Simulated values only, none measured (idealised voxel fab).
Name of the process module below: voxel released beams
This is section cut - it's 280 nm across, gridded in 5 nm square cells.
Reading order for cross-sections: top band down to bottom band. Underlying form: a grid of square cells. Band size: one or more rows of cells.
First you get the band's top height and its bottom height, in nm, and then the materials it's made of, left to right, with each width in nm. If you see a single material with "throughout", that one covers the band edge to edge. "air" is empty space.
Heights are expressed relative to 0, this being the level below which the as-received wafer comprises one material exclusively. The lowest band is unbounded in the downward direction and is denoted as in "0 nm and below".
Graded width ("30..40"): value in top row of band = first number; value in bottom row = second number; row-to-row change constant.
No cell of the cross-section changed in a step that is given as "stayed the same".
You'll see "Enclosed void inventory" listing empty spaces that have no way open to the top, as long as they're 8 cells or more; the notation is width x height at distance, where the distance is from the left edge, and all of it is in nm.
Whatever follows a step's settings on its line is a remark the simulator itself makes about that step.
Each step line may optionally specify "overlay nm", which for a step with a mask gives the rightward distance between the mask's planned place and where it lay, a negative value indicating the leftward direction.

# Process steps (planned)
- 1: RECEIVE,material Si
- 2: CONFORMAL_DEP,material Al2O3,thk nm 10
- 3: DIRECTIONAL_DEP,material SiO2,thk nm 15
- 4: MASKED_ETCH,tone open,mask id ANCHOR,width nm 25,etch materials SiO2,depth nm 15,overlay nm 0
- 5: CONFORMAL_DEP,material W,thk nm 10
- 6: DIRECTIONAL_DEP,material aC,thk nm 15
- 7: PATTERN,tone cover,mask id BEAM,material resist,width nm 105,thk nm 35,overlay nm 0
- 8: DIRECTIONAL_ETCH,etch materials aC,depth nm 15
- 9: STRIP,etch materials resist
- 10: DIRECTIONAL_ETCH,etch materials W,depth nm 10
- 11: STRIP,etch materials aC
- 12: STRIP,etch materials SiO2

# First of two wafers, processed according to plan

# Cross-section of the wafer upon arrival, representing the state reached after step 1
    0 nm and below | Si throughout
    Enclosed void inventory: none

# The wafer, seen in cross-section, after step 2
    10 nm to 0 nm | Al2O3 throughout
    Heights below 0 show no change.

# The wafer, seen in cross-section, after step 3
    25 nm to 10 nm | SiO2 throughout
    Heights below 10 show no change.

# The wafer, seen in cross-section, after step 4
    25 nm to 10 nm | 90 nm SiO2  25 nm air  165 nm SiO2
    Heights below 10 show no change.

# The wafer, seen in cross-section, after step 5
    35 nm to 25 nm | 100 nm W  5 nm air  175 nm W
    25 nm to 20 nm | 90 nm SiO2  10 nm W  5 nm air  10 nm W  165 nm SiO2
    20 nm to 10 nm | 90 nm SiO2  25 nm W  165 nm SiO2
    Heights below 10 show no change.

# The wafer, seen in cross-section, after step 6
    50 nm to 35 nm | 100 nm aC  5 nm air  175 nm aC
    35 nm to 25 nm | 100 nm W  5 nm aC  175 nm W
    25 nm to 20 nm | 90 nm SiO2  10 nm W  5 nm aC  10 nm W  165 nm SiO2
    Heights below 20 show no change.

# The wafer, seen in cross-section, after step 7
    85 nm to 50 nm | 85 nm air  105 nm resist  90 nm air
    50 nm to 35 nm | 100 nm aC  5 nm resist  175 nm aC
    Heights below 35 show no change.

# The wafer, seen in cross-section, after step 8
    70 nm to 50 nm | 85 nm air  105 nm resist  90 nm air
    50 nm to 35 nm | 85 nm air  15 nm aC  5 nm resist  85 nm aC  90 nm air
    Heights below 35 show no change.

# The wafer, seen in cross-section, after step 9
    50 nm to 35 nm | 85 nm air  15 nm aC  5 nm air  85 nm aC  90 nm air
    Heights below 35 show no change.

# The wafer, seen in cross-section, after step 10
    50 nm to 35 nm | 85 nm air  15 nm aC  5 nm air  85 nm aC  90 nm air
    35 nm to 25 nm | 85 nm air  15 nm W  5 nm aC  85 nm W  90 nm air
    Heights below 25 show no change.

# The wafer, seen in cross-section, after step 11
    35 nm to 25 nm | 85 nm air  15 nm W  5 nm air  85 nm W  90 nm air
    25 nm to 20 nm | 90 nm SiO2  10 nm W  5 nm air  10 nm W  165 nm SiO2
    Heights below 20 show no change.

# The wafer, seen in cross-section, after step 12
    35 nm to 25 nm | 85 nm air  15 nm W  5 nm air  85 nm W  90 nm air
    25 nm to 20 nm | 90 nm air  10 nm W  5 nm air  10 nm W  165 nm air
    20 nm to 10 nm | 90 nm air  25 nm W  165 nm air
    Heights below 10 show no change.

# Wafer two. Identical start, identical plan. One mistake in execution. Identical history through step 1

# Planned end of step 2: second wafer, cross-section
    10 nm to 0 nm | SiO2 throughout
    Heights below 0 show no change.

# Planned end of step 3: second wafer, cross-section
    25 nm to 0 nm | SiO2 throughout
    Heights below 0 show no change.

# Planned end of step 4: second wafer, cross-section
    25 nm to 10 nm | 90 nm SiO2  25 nm air  165 nm SiO2
    Heights below 10 show no change.

# Planned end of step 5: second wafer, cross-section
    35 nm to 25 nm | 100 nm W  5 nm air  175 nm W
    25 nm to 20 nm | 90 nm SiO2  10 nm W  5 nm air  10 nm W  165 nm SiO2
    20 nm to 10 nm | 90 nm SiO2  25 nm W  165 nm SiO2
    Heights below 10 show no change.

# Planned end of step 6: second wafer, cross-section
    50 nm to 35 nm | 100 nm aC  5 nm air  175 nm aC
    35 nm to 25 nm | 100 nm W  5 nm aC  175 nm W
    25 nm to 20 nm | 90 nm SiO2  10 nm W  5 nm aC  10 nm W  165 nm SiO2
    Heights below 20 show no change.

# Planned end of step 7: second wafer, cross-section
    85 nm to 50 nm | 85 nm air  105 nm resist  90 nm air
    50 nm to 35 nm | 100 nm aC  5 nm resist  175 nm aC
    Heights below 35 show no change.

# Planned end of step 8: second wafer, cross-section
    70 nm to 50 nm | 85 nm air  105 nm resist  90 nm air
    50 nm to 35 nm | 85 nm air  15 nm aC  5 nm resist  85 nm aC  90 nm air
    Heights below 35 show no change.

# Planned end of step 9: second wafer, cross-section
    50 nm to 35 nm | 85 nm air  15 nm aC  5 nm air  85 nm aC  90 nm air
    Heights below 35 show no change.

# Planned end of step 10: second wafer, cross-section
    50 nm to 35 nm | 85 nm air  15 nm aC  5 nm air  85 nm aC  90 nm air
    35 nm to 25 nm | 85 nm air  15 nm W  5 nm aC  85 nm W  90 nm air
    Heights below 25 show no change.

# Planned end of step 11: second wafer, cross-section
    35 nm to 25 nm | 85 nm air  15 nm W  5 nm air  85 nm W  90 nm air
    25 nm to 20 nm | 90 nm SiO2  10 nm W  5 nm air  10 nm W  165 nm SiO2
    Heights below 20 show no change.

# Planned end of step 12: second wafer, cross-section
    0 nm and below | Si throughout
what went wrong: rather than as planned, step 2 actually ran as CONFORMAL_DEP,material SiO2,thk nm 10
Wrapping up, a cell-based count of both wafers puts the second over or under the first for these materials: Al2O3: 112 fewer, W: 54 fewer
